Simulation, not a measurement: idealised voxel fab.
Title: Process Module voxel wiring stack
Cross-section cut: width 155 nm, square cells of 5 nm.
Reading order for cross-sections: top band down to bottom band. Underlying form: a grid of square cells. Band size: one or more rows of cells.
A band entry consists of two parts. The first gives the height of the band's top and the height of its bottom, in nm. The rest lists the band's materials from left to right, each with its width in nm. A single material labelled with the word "everywhere" fills the band from edge to edge, and the word "air" marks empty space.
Heights are reckoned from 0. Under this level, the received wafer is all of one material. The bottommost band is open-ended downward, for example "z 0 and below".
A two-number width, for instance "30->40", indicates that the width is equal to the first number in the top row of the band and to the second number in the bottom row, and that it changes by a constant amount per row of cells.
The designation "no modification", where it is given for a processing step, indicates that no cell of the cross-section was altered in the course of that step.
Entry "Sealed void list". Content: empty spaces with no open connection to the top, size 8 cells or greater. Each: width x height at distance. Distance: from left edge. Unit: nm.
Note: text after step settings on the step line = simulator remark on that step.
The "overlay nm" setting may appear on a step's line; for a step that uses a mask, it gives how far to the right of its planned position the mask lay, and a negative value indicates the left.

## The planned process steps are enumerated hereunder
1: RECEIVE,material Si
2: CONFORMAL_DEP,material SiO2,thk nm 10
3: DIRECTIONAL_DEP,material TiN,thk nm 5
4: DIRECTIONAL_DEP,material Ru,thk nm 15
5: MASKED_ETCH,tone cover,mask id METAL_1,width nm 25,pitch nm 45,etch materials Ru,depth nm 15,overlay nm 0
6: MASKED_ETCH,tone cover,mask id METAL_1,width nm 25,pitch nm 45,etch materials TiN,depth nm 5,overlay nm 0
7: FILL_DEP,material lowk,thk nm 5
8: CMP,height nm 30
9: CONFORMAL_DEP,material SiCN,thk nm 5
10: DIRECTIONAL_DEP,material lowk,thk nm 10
11: MASKED_ETCH,tone open,mask id PLUG_1,width nm 15,pitch nm 45,etch materials lowk,depth nm 10,overlay nm 0
12: MASKED_ETCH,tone open,mask id PLUG_1,width nm 15,pitch nm 45,etch materials SiCN,depth nm 5,overlay nm 0
13: EPI,material Ru,thk nm 10
14: EPI,material Ru,thk nm 5
15: CONFORMAL_DEP,material SiCN,thk nm 5
16: DIRECTIONAL_DEP,material SiO2,thk nm 25
17: PATTERN,tone open,mask id METAL_2,material resist,width nm 25,pitch nm 45,thk nm 20,overlay nm 0
18: DIRECTIONAL_ETCH,etch materials SiO2,depth nm 25
19: DIRECTIONAL_ETCH,etch materials SiCN,depth nm 5
20: STRIP,etch materials resist
21: CONFORMAL_DEP,material TiN,thk nm 5
22: FILL_DEP,material Ru,thk nm 10
23: CMP,height nm 75
24: CONFORMAL_DEP,material SiCN,thk nm 5
25: DIRECTIONAL_DEP,material SiO2,thk nm 35
26: PATTERN,tone open,mask id METAL_3,material resist,width nm 25,pitch nm 45,thk nm 20,overlay nm 0
27: DIRECTIONAL_ETCH,etch materials SiO2,depth nm 20
28: STRIP,etch materials resist
29: MASKED_ETCH,tone open,mask id METAL_3_HOLES,width nm 15,pitch nm 90,etch materials SiO2,depth nm 15,overlay nm 0
30: MASKED_ETCH,tone open,mask id METAL_3_HOLES,width nm 15,pitch nm 90,etch materials SiCN,depth nm 5,overlay nm 0
31: CONFORMAL_DEP,material TiN,thk nm 5
32: FILL_DEP,material Cu,thk nm 5
33: CMP,height nm 115
34: CONFORMAL_DEP,material SiN,thk nm 5

## The first of the two wafers, which ran as planned

## Wafer cross-section on receipt, i.e. after step 1
- z 0 and below  Si everywhere
- Sealed void list: none

## Cross-section of the wafer subsequent to step 2
- z 10 to 0  SiO2 everywhere
- Beneath the level 0, the cross-section is identical to its previous state.

## Cross-section of the wafer subsequent to step 3
- z 15 to 10  TiN everywhere
- Beneath the level 10, the cross-section is identical to its previous state.

## Cross-section of the wafer subsequent to step 4
- z 30 to 15  Ru everywhere
- Beneath the level 15, the cross-section is identical to its previous state.

## Cross-section of the wafer subsequent to step 5
- z 30 to 15  air (20) / Ru (25) / air (20) / Ru (25) / air (20) / Ru (25) / air (20)
- Beneath the level 15, the cross-section is identical to its previous state.

## Cross-section of the wafer subsequent to step 6
- z 30 to 15  air (20) / Ru (25) / air (20) / Ru (25) / air (20) / Ru (25) / air (20)
- z 15 to 10  air (20) / TiN (25) / air (20) / TiN (25) / air (20) / TiN (25) / air (20)
- Beneath the level 10, the cross-section is identical to its previous state.

## Cross-section of the wafer subsequent to step 7
- z 35 to 30  lowk everywhere
- z 30 to 15  lowk (20) / Ru (25) / lowk (20) / Ru (25) / lowk (20) / Ru (25) / lowk (20)
- z 15 to 10  lowk (20) / TiN (25) / lowk (20) / TiN (25) / lowk (20) / TiN (25) / lowk (20)
- Beneath the level 10, the cross-section is identical to its previous state.

## Cross-section of the wafer subsequent to step 8
- z 30 to 15  lowk (20) / Ru (25) / lowk (20) / Ru (25) / lowk (20) / Ru (25) / lowk (20)
- Beneath the level 15, the cross-section is identical to its previous state.

## Cross-section of the wafer subsequent to step 9
- z 35 to 30  SiCN everywhere
- Beneath the level 30, the cross-section is identical to its previous state.

## Cross-section of the wafer subsequent to step 10
- z 45 to 35  lowk everywhere
- Beneath the level 35, the cross-section is identical to its previous state.

## Cross-section of the wafer subsequent to step 11
- z 45 to 35  lowk (20) / air (15) / lowk (30) / air (15) / lowk (30) / air (15) / lowk (30)
- Beneath the level 35, the cross-section is identical to its previous state.

## Cross-section of the wafer subsequent to step 12
- z 45 to 35  lowk (20) / air (15) / lowk (30) / air (15) / lowk (30) / air (15) / lowk (30)
- z 35 to 30  SiCN (20) / air (15) / SiCN (30) / air (15) / SiCN (30) / air (15) / SiCN (30)
- Beneath the level 30, the cross-section is identical to its previous state.

## Cross-section of the wafer subsequent to step 13
- z 45 to 40  lowk (20) / air (15) / lowk (30) / air (15) / lowk (30) / air (15) / lowk (30)
- z 40 to 35  lowk (20) / Ru (15) / lowk (30) / Ru (15) / lowk (30) / Ru (15) / lowk (30)
- z 35 to 30  SiCN (20) / Ru (15) / SiCN (30) / Ru (15) / SiCN (30) / Ru (15) / SiCN (30)
- Beneath the level 30, the cross-section is identical to its previous state.

## Cross-section of the wafer subsequent to step 14
- z 45 to 35  lowk (20) / Ru (15) / lowk (30) / Ru (15) / lowk (30) / Ru (15) / lowk (30)
- Beneath the level 35, the cross-section is identical to its previous state.

## Cross-section of the wafer subsequent to step 15
- z 50 to 45  SiCN everywhere
- Beneath the level 45, the cross-section is identical to its previous state.

## Cross-section of the wafer subsequent to step 16
- z 75 to 50  SiO2 everywhere
- Beneath the level 50, the cross-section is identical to its previous state.

## Cross-section of the wafer subsequent to step 17
- z 95 to 75  resist (20) / air (25) / resist (20) / air (25) / resist (20) / air (25) / resist (20)
- Beneath the level 75, the cross-section is identical to its previous state.

## Cross-section of the wafer subsequent to step 18
- z 95 to 75  resist (20) / air (25) / resist (20) / air (25) / resist (20) / air (25) / resist (20)
- z 75 to 50  SiO2 (20) / air (25) / SiO2 (20) / air (25) / SiO2 (20) / air (25) / SiO2 (20)
- Beneath the level 50, the cross-section is identical to its previous state.

## Cross-section of the wafer subsequent to step 19
- z 95 to 75  resist (20) / air (25) / resist (20) / air (25) / resist (20) / air (25) / resist (20)
- z 75 to 50  SiO2 (20) / air (25) / SiO2 (20) / air (25) / SiO2 (20) / air (25) / SiO2 (20)
- z 50 to 45  SiCN (20) / air (25) / SiCN (20) / air (25) / SiCN (20) / air (25) / SiCN (20)
- Beneath the level 45, the cross-section is identical to its previous state.

## Cross-section of the wafer subsequent to step 20
- z 75 to 50  SiO2 (20) / air (25) / SiO2 (20) / air (25) / SiO2 (20) / air (25) / SiO2 (20)
- Beneath the level 50, the cross-section is identical to its previous state.

## Cross-section of the wafer subsequent to step 21
- z 80 to 75  TiN (25) / air (15) / TiN (30) / air (15) / TiN (30) / air (15) / TiN (25)
- z 75 to 50  SiO2 (20) / TiN (5) / air (15) / TiN (5) / SiO2 (20) / TiN (5) / air (15) / TiN (5) / SiO2 (20) / TiN (5) / air (15) / TiN (5) / SiO2 (20)
- z 50 to 45  SiCN (20) / TiN (25) / SiCN (20) / TiN (25) / SiCN (20) / TiN (25) / SiCN (20)
- Beneath the level 45, the cross-section is identical to its previous state.

## Cross-section of the wafer subsequent to step 22
- z 90 to 80  Ru everywhere
- z 80 to 75  TiN (25) / Ru (15) / TiN (30) / Ru (15) / TiN (30) / Ru (15) / TiN (25)
- z 75 to 50  SiO2 (20) / TiN (5) / Ru (15) / TiN (5) / SiO2 (20) / TiN (5) / Ru (15) / TiN (5) / SiO2 (20) / TiN (5) / Ru (15) / TiN (5) / SiO2 (20)
- Beneath the level 50, the cross-section is identical to its previous state.

## Cross-section of the wafer subsequent to step 23
- z 75 to 50  SiO2 (20) / TiN (5) / Ru (15) / TiN (5) / SiO2 (20) / TiN (5) / Ru (15) / TiN (5) / SiO2 (20) / TiN (5) / Ru (15) / TiN (5) / SiO2 (20)
- Beneath the level 50, the cross-section is identical to its previous state.

## Cross-section of the wafer subsequent to step 24
- z 80 to 75  SiCN everywhere
- Beneath the level 75, the cross-section is identical to its previous state.

## Cross-section of the wafer subsequent to step 25
- z 115 to 80  SiO2 everywhere
- Beneath the level 80, the cross-section is identical to its previous state.

## Cross-section of the wafer subsequent to step 26
- z 135 to 115  resist (20) / air (25) / resist (20) / air (25) / resist (20) / air (25) / resist (20)
- Beneath the level 115, the cross-section is identical to its previous state.

## Cross-section of the wafer subsequent to step 27
- z 135 to 115  resist (20) / air (25) / resist (20) / air (25) / resist (20) / air (25) / resist (20)
- z 115 to 95  SiO2 (20) / air (25) / SiO2 (20) / air (25) / SiO2 (20) / air (25) / SiO2 (20)
- Beneath the level 95, the cross-section is identical to its previous state.

## Cross-section of the wafer subsequent to step 28
- z 115 to 95  SiO2 (20) / air (25) / SiO2 (20) / air (25) / SiO2 (20) / air (25) / SiO2 (20)
- Beneath the level 95, the cross-section is identical to its previous state.

## Cross-section of the wafer subsequent to step 29
- z 115 to 95  SiO2 (20) / air (25) / SiO2 (20) / air (25) / SiO2 (20) / air (25) / SiO2 (20)
- z 95 to 80  SiO2 (20) / air (15) / SiO2 (75) / air (15) / SiO2 (30)
- Beneath the level 80, the cross-section is identical to its previous state.

## Cross-section of the wafer subsequent to step 30
- z 115 to 95  SiO2 (20) / air (25) / SiO2 (20) / air (25) / SiO2 (20) / air (25) / SiO2 (20)
- z 95 to 80  SiO2 (20) / air (15) / SiO2 (75) / air (15) / SiO2 (30)
- z 80 to 75  SiCN (20) / air (15) / SiCN (75) / air (15) / SiCN (30)
- Beneath the level 75, the cross-section is identical to its previous state.

## Cross-section of the wafer subsequent to step 31
- z 120 to 115  TiN (25) / air (15) / TiN (30) / air (15) / TiN (30) / air (15) / TiN (25)
- z 115 to 100  SiO2 (20) / TiN (5) / air (15) / TiN (5) / SiO2 (20) / TiN (5) / air (15) / TiN (5) / SiO2 (20) / TiN (5) / air (15) / TiN (5) / SiO2 (20)
- z 100 to 95  SiO2 (20) / TiN (5) / air (5) / TiN (15) / SiO2 (20) / TiN (25) / SiO2 (20) / TiN (5) / air (5) / TiN (15) / SiO2 (20)
- z 95 to 80  SiO2 (20) / TiN (5) / air (5) / TiN (5) / SiO2 (75) / TiN (5) / air (5) / TiN (5) / SiO2 (30)
- z 80 to 75  SiCN (20) / TiN (15) / SiCN (75) / TiN (15) / SiCN (30)
- Beneath the level 75, the cross-section is identical to its previous state.

## Cross-section of the wafer subsequent to step 32
- z 125 to 120  Cu everywhere
- z 120 to 115  TiN (25) / Cu (15) / TiN (30) / Cu (15) / TiN (30) / Cu (15) / TiN (25)
- z 115 to 100  SiO2 (20) / TiN (5) / Cu (15) / TiN (5) / SiO2 (20) / TiN (5) / Cu (15) / TiN (5) / SiO2 (20) / TiN (5) / Cu (15) / TiN (5) / SiO2 (20)
- z 100 to 95  SiO2 (20) / TiN (5) / Cu (5) / TiN (15) / SiO2 (20) / TiN (25) / SiO2 (20) / TiN (5) / Cu (5) / TiN (15) / SiO2 (20)
- z 95 to 80  SiO2 (20) / TiN (5) / Cu (5) / TiN (5) / SiO2 (75) / TiN (5) / Cu (5) / TiN (5) / SiO2 (30)
- Beneath the level 80, the cross-section is identical to its previous state.

## Cross-section of the wafer subsequent to step 33
- z 115 to 100  SiO2 (20) / TiN (5) / Cu (15) / TiN (5) / SiO2 (20) / TiN (5) / Cu (15) / TiN (5) / SiO2 (20) / TiN (5) / Cu (15) / TiN (5) / SiO2 (20)
- Beneath the level 100, the cross-section is identical to its previous state.

## Cross-section of the wafer subsequent to step 34
- z 120 to 115  SiN everywhere
- Beneath the level 115, the cross-section is identical to its previous state.

## Wafer two: like wafer one in start and plan, but with one mistake in execution; identical up to and including step 4

## Second wafer cross-section, taken as of the time the plan sets for step 5 to be done
- z 30 to 15  Ru (20) / air (25) / Ru (20) / air (25) / Ru (20) / air (25) / Ru (20)
- Beneath the level 15, the cross-section is identical to its previous state.

Second wafer cross-section, taken as of the time the plan sets for step 6 to be done: no modification

## Second wafer cross-section, taken as of the time the plan sets for step 7 to be done
- z 35 to 30  lowk everywhere
- z 30 to 15  Ru (20) / lowk (25) / Ru (20) / lowk (25) / Ru (20) / lowk (25) / Ru (20)
- Beneath the level 15, the cross-section is identical to its previous state.

## Second wafer cross-section, taken as of the time the plan sets for step 8 to be done
- z 30 to 15  Ru (20) / lowk (25) / Ru (20) / lowk (25) / Ru (20) / lowk (25) / Ru (20)
- Beneath the level 15, the cross-section is identical to its previous state.

## Second wafer cross-section, taken as of the time the plan sets for step 9 to be done
- z 35 to 30  SiCN everywhere
- Beneath the level 30, the cross-section is identical to its previous state.

## Second wafer cross-section, taken as of the time the plan sets for step 10 to be done
- z 45 to 35  lowk everywhere
- Beneath the level 35, the cross-section is identical to its previous state.

## Second wafer cross-section, taken as of the time the plan sets for step 11 to be done
- z 45 to 35  lowk (20) / air (15) / lowk (30) / air (15) / lowk (30) / air (15) / lowk (30)
- Beneath the level 35, the cross-section is identical to its previous state.

## Second wafer cross-section, taken as of the time the plan sets for step 12 to be done
- z 45 to 35  lowk (20) / air (15) / lowk (30) / air (15) / lowk (30) / air (15) / lowk (30)
- z 35 to 30  SiCN (20) / air (15) / SiCN (30) / air (15) / SiCN (30) / air (15) / SiCN (30)
- Beneath the level 30, the cross-section is identical to its previous state.

Second wafer cross-section, taken as of the time the plan sets for step 13 to be done: no modification

Second wafer cross-section, taken as of the time the plan sets for step 14 to be done: no modification

## Second wafer cross-section, taken as of the time the plan sets for step 15 to be done
- z 50 to 45  SiCN (25) / air (5) / SiCN (40) / air (5) / SiCN (40) / air (5) / SiCN (35)
- z 45 to 35  lowk (20) / SiCN (5) / air (5) / SiCN (5) / lowk (30) / SiCN (5) / air (5) / SiCN (5) / lowk (30) / SiCN (5) / air (5) / SiCN (5) / lowk (30)
- z 35 to 30  SiCN everywhere
- Beneath the level 30, the cross-section is identical to its previous state.

## Second wafer cross-section, taken as of the time the plan sets for step 16 to be done
- z 75 to 60  SiO2 (25) / air (5) / SiO2 (40) / air (5) / SiO2 (40) / air (5) / SiO2 (35)
- z 60 to 50  SiO2 everywhere
- z 50 to 45  SiCN (25) / SiO2 (5) / SiCN (40) / SiO2 (5) / SiCN (40) / SiO2 (5) / SiCN (35)
- z 45 to 35  lowk (20) / SiCN (5) / SiO2 (5) / SiCN (5) / lowk (30) / SiCN (5) / SiO2 (5) / SiCN (5) / lowk (30) / SiCN (5) / SiO2 (5) / SiCN (5) / lowk (30)
- Beneath the level 35, the cross-section is identical to its previous state.

## Second wafer cross-section, taken as of the time the plan sets for step 17 to be done
- z 95 to 75  resist (20) / air (25) / resist (20) / air (25) / resist (20) / air (25) / resist (20)
- Beneath the level 75, the cross-section is identical to its previous state.

## Second wafer cross-section, taken as of the time the plan sets for step 18 to be done
- z 95 to 75  resist (20) / air (25) / resist (20) / air (25) / resist (20) / air (25) / resist (20)
- z 75 to 50  SiO2 (20) / air (25) / SiO2 (20) / air (25) / SiO2 (20) / air (25) / SiO2 (20)
- z 50 to 45  SiCN (25) / air (5) / SiCN (40) / air (5) / SiCN (40) / air (5) / SiCN (35)
- z 45 to 35  lowk (20) / SiCN (5) / air (5) / SiCN (5) / lowk (30) / SiCN (5) / air (5) / SiCN (5) / lowk (30) / SiCN (5) / air (5) / SiCN (5) / lowk (30)
- Beneath the level 35, the cross-section is identical to its previous state.

## Second wafer cross-section, taken as of the time the plan sets for step 19 to be done
- z 95 to 75  resist (20) / air (25) / resist (20) / air (25) / resist (20) / air (25) / resist (20)
- z 75 to 50  SiO2 (20) / air (25) / SiO2 (20) / air (25) / SiO2 (20) / air (25) / SiO2 (20)
- z 50 to 45  SiCN (20) / air (25) / SiCN (20) / air (25) / SiCN (20) / air (25) / SiCN (20)
- z 45 to 35  lowk (20) / SiCN (5) / air (5) / SiCN (5) / lowk (30) / SiCN (5) / air (5) / SiCN (5) / lowk (30) / SiCN (5) / air (5) / SiCN (5) / lowk (30)
- z 35 to 30  SiCN (25) / air (5) / SiCN (40) / air (5) / SiCN (40) / air (5) / SiCN (35)
- Beneath the level 30, the cross-section is identical to its previous state.

## Second wafer cross-section, taken as of the time the plan sets for step 20 to be done
- z 75 to 50  SiO2 (20) / air (25) / SiO2 (20) / air (25) / SiO2 (20) / air (25) / SiO2 (20)
- Beneath the level 50, the cross-section is identical to its previous state.

## Second wafer cross-section, taken as of the time the plan sets for step 21 to be done
- z 80 to 75  TiN (25) / air (15) / TiN (30) / air (15) / TiN (30) / air (15) / TiN (25)
- z 75 to 50  SiO2 (20) / TiN (5) / air (15) / TiN (5) / SiO2 (20) / TiN (5) / air (15) / TiN (5) / SiO2 (20) / TiN (5) / air (15) / TiN (5) / SiO2 (20)
- z 50 to 45  SiCN (20) / TiN (25) / SiCN (20) / TiN (25) / SiCN (20) / TiN (25) / SiCN (20)
- z 45 to 35  lowk (20) / SiCN (5) / TiN (5) / SiCN (5) / lowk (30) / SiCN (5) / TiN (5) / SiCN (5) / lowk (30) / SiCN (5) / TiN (5) / SiCN (5) / lowk (30)
- z 35 to 30  SiCN (25) / TiN (5) / SiCN (40) / TiN (5) / SiCN (40) / TiN (5) / SiCN (35)
- Beneath the level 30, the cross-section is identical to its previous state.

## Second wafer cross-section, taken as of the time the plan sets for step 22 to be done
- z 90 to 80  Ru everywhere
- z 80 to 75  TiN (25) / Ru (15) / TiN (30) / Ru (15) / TiN (30) / Ru (15) / TiN (25)
- z 75 to 50  SiO2 (20) / TiN (5) / Ru (15) / TiN (5) / SiO2 (20) / TiN (5) / Ru (15) / TiN (5) / SiO2 (20) / TiN (5) / Ru (15) / TiN (5) / SiO2 (20)
- Beneath the level 50, the cross-section is identical to its previous state.

## Second wafer cross-section, taken as of the time the plan sets for step 23 to be done
- z 75 to 50  SiO2 (20) / TiN (5) / Ru (15) / TiN (5) / SiO2 (20) / TiN (5) / Ru (15) / TiN (5) / SiO2 (20) / TiN (5) / Ru (15) / TiN (5) / SiO2 (20)
- Beneath the level 50, the cross-section is identical to its previous state.

## Second wafer cross-section, taken as of the time the plan sets for step 24 to be done
- z 80 to 75  SiCN everywhere
- Beneath the level 75, the cross-section is identical to its previous state.

## Second wafer cross-section, taken as of the time the plan sets for step 25 to be done
- z 115 to 80  SiO2 everywhere
- Beneath the level 80, the cross-section is identical to its previous state.

## Second wafer cross-section, taken as of the time the plan sets for step 26 to be done
- z 135 to 115  resist (20) / air (25) / resist (20) / air (25) / resist (20) / air (25) / resist (20)
- Beneath the level 115, the cross-section is identical to its previous state.

## Second wafer cross-section, taken as of the time the plan sets for step 27 to be done
- z 135 to 115  resist (20) / air (25) / resist (20) / air (25) / resist (20) / air (25) / resist (20)
- z 115 to 95  SiO2 (20) / air (25) / SiO2 (20) / air (25) / SiO2 (20) / air (25) / SiO2 (20)
- Beneath the level 95, the cross-section is identical to its previous state.

## Second wafer cross-section, taken as of the time the plan sets for step 28 to be done
- z 115 to 95  SiO2 (20) / air (25) / SiO2 (20) / air (25) / SiO2 (20) / air (25) / SiO2 (20)
- Beneath the level 95, the cross-section is identical to its previous state.

## Second wafer cross-section, taken as of the time the plan sets for step 29 to be done
- z 115 to 95  SiO2 (20) / air (25) / SiO2 (20) / air (25) / SiO2 (20) / air (25) / SiO2 (20)
- z 95 to 80  SiO2 (20) / air (15) / SiO2 (75) / air (15) / SiO2 (30)
- Beneath the level 80, the cross-section is identical to its previous state.

## Second wafer cross-section, taken as of the time the plan sets for step 30 to be done
- z 115 to 95  SiO2 (20) / air (25) / SiO2 (20) / air (25) / SiO2 (20) / air (25) / SiO2 (20)
- z 95 to 80  SiO2 (20) / air (15) / SiO2 (75) / air (15) / SiO2 (30)
- z 80 to 75  SiCN (20) / air (15) / SiCN (75) / air (15) / SiCN (30)
- Beneath the level 75, the cross-section is identical to its previous state.

## Second wafer cross-section, taken as of the time the plan sets for step 31 to be done
- z 120 to 115  TiN (25) / air (15) / TiN (30) / air (15) / TiN (30) / air (15) / TiN (25)
- z 115 to 100  SiO2 (20) / TiN (5) / air (15) / TiN (5) / SiO2 (20) / TiN (5) / air (15) / TiN (5) / SiO2 (20) / TiN (5) / air (15) / TiN (5) / SiO2 (20)
- z 100 to 95  SiO2 (20) / TiN (5) / air (5) / TiN (15) / SiO2 (20) / TiN (25) / SiO2 (20) / TiN (5) / air (5) / TiN (15) / SiO2 (20)
- z 95 to 80  SiO2 (20) / TiN (5) / air (5) / TiN (5) / SiO2 (75) / TiN (5) / air (5) / TiN (5) / SiO2 (30)
- z 80 to 75  SiCN (20) / TiN (15) / SiCN (75) / TiN (15) / SiCN (30)
- Beneath the level 75, the cross-section is identical to its previous state.

## Second wafer cross-section, taken as of the time the plan sets for step 32 to be done
- z 125 to 120  Cu everywhere
- z 120 to 115  TiN (25) / Cu (15) / TiN (30) / Cu (15) / TiN (30) / Cu (15) / TiN (25)
- z 115 to 100  SiO2 (20) / TiN (5) / Cu (15) / TiN (5) / SiO2 (20) / TiN (5) / Cu (15) / TiN (5) / SiO2 (20) / TiN (5) / Cu (15) / TiN (5) / SiO2 (20)
- z 100 to 95  SiO2 (20) / TiN (5) / Cu (5) / TiN (15) / SiO2 (20) / TiN (25) / SiO2 (20) / TiN (5) / Cu (5) / TiN (15) / SiO2 (20)
- z 95 to 80  SiO2 (20) / TiN (5) / Cu (5) / TiN (5) / SiO2 (75) / TiN (5) / Cu (5) / TiN (5) / SiO2 (30)
- Beneath the level 80, the cross-section is identical to its previous state.

## Second wafer cross-section, taken as of the time the plan sets for step 33 to be done
- z 115 to 100  SiO2 (20) / TiN (5) / Cu (15) / TiN (5) / SiO2 (20) / TiN (5) / Cu (15) / TiN (5) / SiO2 (20) / TiN (5) / Cu (15) / TiN (5) / SiO2 (20)
- Beneath the level 100, the cross-section is identical to its previous state.

## Second wafer cross-section, taken as of the time the plan sets for step 34 to be done
- z 120 to 115  SiN everywhere
- Beneath the level 115, the cross-section is identical to its previous state.
what went wrong: contrary to plan, step 5 was performed as MASKED_ETCH,tone open,mask id METAL_1,width nm 25,pitch nm 45,etch materials Ru,depth nm 15,overlay nm 0
Heads up, by the end the second wafer has more or fewer cells of some materials compared to the first: -24 Ru | +18 SiCN | +25 TiN | -19 lowk
